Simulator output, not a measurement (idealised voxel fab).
Proc. module: voxel transistor to metal
Cross-section cut: width 155 nm, square cells of 5 nm.
When this document writes out a cross-section, it uses a grid of square cells and lists it as bands, beginning at the top and moving down, with a band standing for one or more rows of cells. Basically the band line says how high the top is and how high the bottom is, in nm, and then what's in it from left to right, every material with its width in nm. Empty space shows up as "empty", and if a single material carries "all across" it runs the full band edge to edge. Basically, 0 is our baseline, since under it the wafer straight out of the box is all one material. The bottom band has no lower end and keeps on going down, so it looks like "0..down". Per-row width for "30->40": begins at first number (top row of band), ends at second number (bottom row), increment between rows held constant. Any step labelled "remained unchanged" changed none of the cells in the cross-section. The entry "closed voids" lists the empty spaces that cover at least 8 cells and have no open path to the top. Each is written as width x height at distance, where the distance is measured from the left edge and all three values are in nm. That trailing text on a step's line, after the settings, is the simulator's own remark on the step. What "overlay nm" on a step's line means: if the step has a mask, that mask lay this far to the right of its planned place, or, when the value is negative, to the left.
Process steps (planned)
step 1: RECEIVE (material Si)
step 2: CONFORMAL_DEP (material SiO2; thk nm 5)
step 3: CONFORMAL_DEP (material SiN; thk nm 15)
step 4: MASKED_ETCH (tone cover; mask id ACTIVE; width nm 95; etch materials SiN; depth nm 15; overlay nm 0)
step 5: MASKED_ETCH (tone cover; mask id ACTIVE; width nm 95; etch materials SiO2; depth nm 5; overlay nm 0)
step 6: MASKED_ETCH (tone cover; mask id ACTIVE; width nm 95; etch materials Si; depth nm 25; overlay nm 0)
step 7: FILL_DEP (material SiO2; thk nm 5)
step 8: CMP (height nm 20)
step 9: SELECTIVE_ETCH (etch materials SiO2; depth nm 15)
step 10: STRIP (etch materials SiN)
step 11: SELECTIVE_ETCH (etch materials SiO2; depth nm 5)
step 12: OXIDIZE (depth nm 5)
step 13: DIRECTIONAL_DEP (material polySi; thk nm 20)
step 14: DIRECTIONAL_DEP (material SiCN; thk nm 10)
step 15: DIRECTIONAL_DEP (material aC; thk nm 10)
step 16: PATTERN (tone cover; mask id GATE; material resist; width nm 25; thk nm 25; overlay nm 0)
step 17: DIRECTIONAL_ETCH (etch materials aC; depth nm 10)
step 18: STRIP (etch materials resist)
step 19: DIRECTIONAL_ETCH (etch materials SiCN; depth nm 20)
step 20: DIRECTIONAL_ETCH (etch materials polySi; depth nm 30)
step 21: STRIP (etch materials aC)
step 22: CONFORMAL_DEP (material SiO2; thk nm 5)
step 23: DIRECTIONAL_ETCH (etch materials SiO2; depth nm 5)
step 24: CONFORMAL_DEP (material SiN; thk nm 5)
step 25: DIRECTIONAL_ETCH (etch materials SiN; depth nm 5)
step 26: DIRECTIONAL_ETCH (etch materials SiO2; depth nm 5)
step 27: EPI (material pSi; thk nm 5)
step 28: FILL_DEP (material SiO2; thk nm 10)
step 29: CMP (height nm 20)
step 30: STRIP (etch materials polySi)
step 31: SELECTIVE_ETCH (etch materials SiO2; depth nm 5)
step 32: CONFORMAL_DEP (material HfO2; thk nm 5)
step 33: CONFORMAL_DEP (material TiN; thk nm 5)
step 34: FILL_DEP (material W; thk nm 5)
step 35: CMP (height nm 15)
step 36: DIRECTIONAL_DEP (material SiO2; thk nm 15)
step 37: MASKED_ETCH (tone open; mask id CONTACT; width nm 15; pitch nm 70; etch materials SiO2; depth nm 30; overlay nm 0)
step 38: CONFORMAL_DEP (material TiN; thk nm 5)
step 39: FILL_DEP (material Ru; thk nm 5)
step 40: CMP (height nm 30)
step 41: DIRECTIONAL_DEP (material TiN; thk nm 5)
step 42: DIRECTIONAL_DEP (material W; thk nm 15)
step 43: PATTERN (tone cover; mask id METAL_1; material resist; width nm 15; pitch nm 70; thk nm 15; overlay nm 0)
step 44: DIRECTIONAL_ETCH (etch materials W; depth nm 15)
step 45: DIRECTIONAL_ETCH (etch materials TiN; depth nm 5)
step 46: STRIP (etch materials resist)
step 47: CONFORMAL_DEP (material SiCN; thk nm 5)
step 48: FILL_DEP (material SiO2; thk nm 5)
step 49: CMP (height nm 50)
step 50: CONFORMAL_DEP (material SiCN; thk nm 5)
step 51: DIRECTIONAL_DEP (material SiO2; thk nm 35)
step 52: PATTERN (tone open; mask id METAL_2; material resist; width nm 15; pitch nm 70; thk nm 20; overlay nm 0)
step 53: DIRECTIONAL_ETCH (etch materials SiO2; depth nm 20)
step 54: STRIP (etch materials resist)
step 55: PATTERN (tone open; mask id METAL_2_HOLES; material resist; width nm 15; pitch nm 70; thk nm 15; overlay nm 0)
step 56: DIRECTIONAL_ETCH (etch materials SiO2; depth nm 15)
step 57: DIRECTIONAL_ETCH (etch materials SiCN; depth nm 5)
step 58: STRIP (etch materials resist)
step 59: CONFORMAL_DEP (material TiN; thk nm 5)
step 60: FILL_DEP (material Ru; thk nm 5)
step 61: CMP (height nm 90)
step 62: CONFORMAL_DEP (material SiCN; thk nm 5)
Cross-section of the wafer upon arrival, representing the state reached after step 1
- 0..down = Si all across
- closed voids: none
Cross-sectional view of the first of the two wafers upon completion of the module, processed in accordance with the plan
- 95..90 = SiCN all across
- 90..55 = SiO2: 35; TiN: 5; Ru: 5; TiN: 5; SiO2: 55; TiN: 5; Ru: 5; TiN: 5; SiO2: 35
- 55..50 = SiCN: 35; TiN: 15; SiCN: 55; TiN: 15; SiCN: 35
- 50..35 = SiO2: 30; SiCN: 5; W: 15; SiCN: 5; SiO2: 45; SiCN: 5; W: 15; SiCN: 5; SiO2: 30
- 35..30 = SiCN: 35; TiN: 15; SiCN: 55; TiN: 15; SiCN: 35
- 30..15 = SiO2: 35; TiN: 5; Ru: 5; TiN: 5; SiO2: 55; TiN: 5; Ru: 5; TiN: 5; SiO2: 35
- 15..5 = SiO2: 35; TiN: 5; Ru: 5; TiN: 5; SiO2: 5; SiN: 5; HfO2: 5; TiN: 5; W: 15; TiN: 5; HfO2: 5; SiN: 5; SiO2: 5; TiN: 5; Ru: 5; TiN: 5; SiO2: 35
- 5..0 = SiO2: 35; TiN: 15; SiO2: 5; SiN: 5; HfO2: 5; TiN: 25; HfO2: 5; SiN: 5; SiO2: 5; TiN: 15; SiO2: 35
- 0..-5 = SiO2: 25; pSi: 30; SiO2: 5; HfO2: 35; SiO2: 5; pSi: 30; SiO2: 25
- -5..-25 = SiO2: 30; Si: 95; SiO2: 30
- -25..down = Si all across
- closed voids: none
The second wafer, shown in cross-section after the module: started the same way as the first and given the same plan, yet one mistake crept into how it was run
- 95..90 = SiCN all across
- 90..55 = SiO2: 35; TiN: 5; Ru: 5; TiN: 5; SiO2: 55; TiN: 5; Ru: 5; TiN: 5; SiO2: 35
- 55..50 = SiCN: 35; TiN: 15; SiCN: 55; TiN: 15; SiCN: 35
- 50..35 = SiO2: 30; SiCN: 5; W: 15; SiCN: 5; SiO2: 45; SiCN: 5; W: 15; SiCN: 5; SiO2: 30
- 35..30 = SiCN: 35; TiN: 15; SiCN: 55; TiN: 15; SiCN: 35
- 30..20 = SiO2: 35; TiN: 5; Ru: 5; TiN: 5; SiO2: 55; TiN: 5; Ru: 5; TiN: 5; SiO2: 35
- 20..15 = SiO2: 35; TiN: 5; Ru: 5; TiN: 5; SiO2: 55; TiN: 15; SiO2: 35
- 15..5 = SiO2: 35; TiN: 5; Ru: 5; TiN: 5; SiO2: 15; SiN: 5; HfO2: 5; TiN: 5; W: 15; TiN: 5; HfO2: 5; SiN: 5; TiN: 10; SiO2: 35
- 5..0 = SiO2: 35; TiN: 15; SiO2: 15; SiN: 5; HfO2: 5; TiN: 25; HfO2: 5; SiN: 5; TiN: 10; SiO2: 35
- 0..-5 = SiO2: 25; pSi: 40; SiO2: 5; HfO2: 35; SiO2: 5; pSi: 20; SiO2: 25
- -5..-25 = SiO2: 30; Si: 95; SiO2: 30
- -25..down = Si all across
- closed voids: none
What was the processing mistake? contrary to plan, step 16 was performed as PATTERN (tone cover; mask id GATE; material resist; width nm 25; thk nm 25; overlay nm 10)
Once processing is complete, comparing cell counts shows that the second wafer has more or fewer of certain materials than the first: Ru: 3 fewer | SiO2: 3 more
